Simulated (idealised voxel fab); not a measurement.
The name of this process module is voxel ribs on slabs.
Square cells of 5 nm make up the cross-section cut, whose width is 185 nm.
Cross-section spec: square-cell grid; bands listed top down; each band is one or more rows.
Basically the band line says how high the top is and how high the bottom is, in nm, and then what's in it from left to right, every material with its width in nm. Empty space shows up as "empty", and if a single material carries "all across" it runs the full band edge to edge.
Height reference: 0 = level under which incoming wafer is all one material. Lowest band: no bottom, runs on downward, e.g. "0 down".
Think of "30 to 40" as a width that walks from the first number to the second as you go down the band, top row to bottom row, taking equal-sized steps from row to row.
Step marked "changes: none"? Then no cell in the cross-section changed in it.
"Non-vented voids": empty spaces of 8 cells or more with no open way to the top, each given as width x height at distance, distance from the left edge, all in nm.
Text after the settings on a step's line: the simulator's own remark on that step.
For masked steps, "overlay nm" on the step line gives how far right of plan the mask actually lay; a minus sign means it lay to the left.

### Here's what the planned process steps look like
1) RECEIVE | material Si
2) DIRECTIONAL_DEP | material SiO2 | thk nm 20
3) DIRECTIONAL_DEP | material polySi | thk nm 15
4) MASKED_ETCH | tone cover | mask id RIB | width nm 15 | etch materials polySi | depth nm 5 | overlay nm 0
5) MASKED_ETCH | tone cover | mask id SLAB | width nm 55 | etch materials polySi | depth nm 10 | overlay nm 0
6) FILL_DEP | material SiO2 | thk nm 20
7) CMP | height nm 45
8) DIRECTIONAL_DEP | material TiN | thk nm 5
9) DIRECTIONAL_DEP | material aC | thk nm 10
10) PATTERN | tone cover | mask id HEATER | material resist | width nm 25 | thk nm 30 | overlay nm 0
11) DIRECTIONAL_ETCH | etch materials aC | depth nm 10
12) STRIP | etch materials resist
13) DIRECTIONAL_ETCH | etch materials TiN | depth nm 5
14) STRIP | etch materials aC
15) CONFORMAL_DEP | material SiN | thk nm 5

### On the first of the two wafers: run conducted according to plan

### as received, after step 1
- 0 down = Si all across
- Non-vented voids: none

### You're looking at a cross-section of the wafer after step 2
- 20 to 0 = SiO2 all across
- Under the height 0 nothing was changed.

### You're looking at a cross-section of the wafer after step 3
- 35 to 20 = polySi all across
- Under the height 20 nothing was changed.

### You're looking at a cross-section of the wafer after step 4
- 35 to 30 = 85 of empty  15 of polySi  85 of empty
- Under the height 30 nothing was changed.

### You're looking at a cross-section of the wafer after step 5
- 35 to 30 = 85 of empty  15 of polySi  85 of empty
- 30 to 20 = 65 of empty  55 of polySi  65 of empty
- Under the height 20 nothing was changed.

### You're looking at a cross-section of the wafer after step 6
- 55 to 35 = SiO2 all across
- 35 to 30 = 85 of SiO2  15 of polySi  85 of SiO2
- 30 to 20 = 65 of SiO2  55 of polySi  65 of SiO2
- Under the height 20 nothing was changed.

### You're looking at a cross-section of the wafer after step 7
- 45 to 35 = SiO2 all across
- Under the height 35 nothing was changed.

### You're looking at a cross-section of the wafer after step 8
- 50 to 45 = TiN all across
- Under the height 45 nothing was changed.

### You're looking at a cross-section of the wafer after step 9
- 60 to 50 = aC all across
- Under the height 50 nothing was changed.

### You're looking at a cross-section of the wafer after step 10
- 90 to 60 = 80 of empty  25 of resist  80 of empty
- Under the height 60 nothing was changed.

### You're looking at a cross-section of the wafer after step 11
- 80 to 60 = 80 of empty  25 of resist  80 of empty
- 60 to 50 = 80 of empty  25 of aC  80 of empty
- Under the height 50 nothing was changed.

### You're looking at a cross-section of the wafer after step 12
- 60 to 50 = 80 of empty  25 of aC  80 of empty
- Under the height 50 nothing was changed.

### You're looking at a cross-section of the wafer after step 13
- 60 to 50 = 80 of empty  25 of aC  80 of empty
- 50 to 45 = 80 of empty  25 of TiN  80 of empty
- Under the height 45 nothing was changed.

### You're looking at a cross-section of the wafer after step 14
- 50 to 45 = 80 of empty  25 of TiN  80 of empty
- Under the height 45 nothing was changed.

### You're looking at a cross-section of the wafer after step 15
- 55 to 50 = 75 of empty  35 of SiN  75 of empty
- 50 to 45 = 80 of SiN  25 of TiN  80 of SiN
- Under the height 45 nothing was changed.

### Regarding the second of the two wafers: it shared the first wafer's starting condition and process plan, yet one error occurred during its execution. Its history coincides with that of the first wafer up to and including step 2

### Cross-section, second wafer, at the end time the plan gives for step 3
- 30 to 20 = polySi all across
- Under the height 20 nothing was changed.

### Cross-section, second wafer, at the end time the plan gives for step 4
- 30 to 25 = 85 of empty  15 of polySi  85 of empty
- Under the height 25 nothing was changed.

### Cross-section, second wafer, at the end time the plan gives for step 5
- 30 to 20 = 85 to 65 of empty  15 to 55 of polySi  85 to 65 of empty
- Under the height 20 nothing was changed.

### Cross-section, second wafer, at the end time the plan gives for step 6
- 50 to 30 = SiO2 all across
- 30 to 20 = 85 to 65 of SiO2  15 to 55 of polySi  85 to 65 of SiO2
- Under the height 20 nothing was changed.

### Cross-section, second wafer, at the end time the plan gives for step 7
- 45 to 30 = SiO2 all across
- Under the height 30 nothing was changed.

### Cross-section, second wafer, at the end time the plan gives for step 8
- 50 to 45 = TiN all across
- Under the height 45 nothing was changed.

### Cross-section, second wafer, at the end time the plan gives for step 9
- 60 to 50 = aC all across
- Under the height 50 nothing was changed.

### Cross-section, second wafer, at the end time the plan gives for step 10
- 90 to 60 = 80 of empty  25 of resist  80 of empty
- Under the height 60 nothing was changed.

### Cross-section, second wafer, at the end time the plan gives for step 11
- 80 to 60 = 80 of empty  25 of resist  80 of empty
- 60 to 50 = 80 of empty  25 of aC  80 of empty
- Under the height 50 nothing was changed.

### Cross-section, second wafer, at the end time the plan gives for step 12
- 60 to 50 = 80 of empty  25 of aC  80 of empty
- Under the height 50 nothing was changed.

### Cross-section, second wafer, at the end time the plan gives for step 13
- 60 to 50 = 80 of empty  25 of aC  80 of empty
- 50 to 45 = 80 of empty  25 of TiN  80 of empty
- Under the height 45 nothing was changed.

### Cross-section, second wafer, at the end time the plan gives for step 14
- 50 to 45 = 80 of empty  25 of TiN  80 of empty
- Under the height 45 nothing was changed.

### Cross-section, second wafer, at the end time the plan gives for step 15
- 55 to 50 = 75 of empty  35 of SiN  75 of empty
- 50 to 45 = 80 of SiN  25 of TiN  80 of SiN
- Under the height 45 nothing was changed.
The plan and the run diverged here: step 3 ran with different settings than intended, the actual operation and settings being DIRECTIONAL_DEP | material polySi | thk nm 10
Final difference in cells, second wafer against first, listed per material as more or fewer: SiO2 +11 | polySi -11
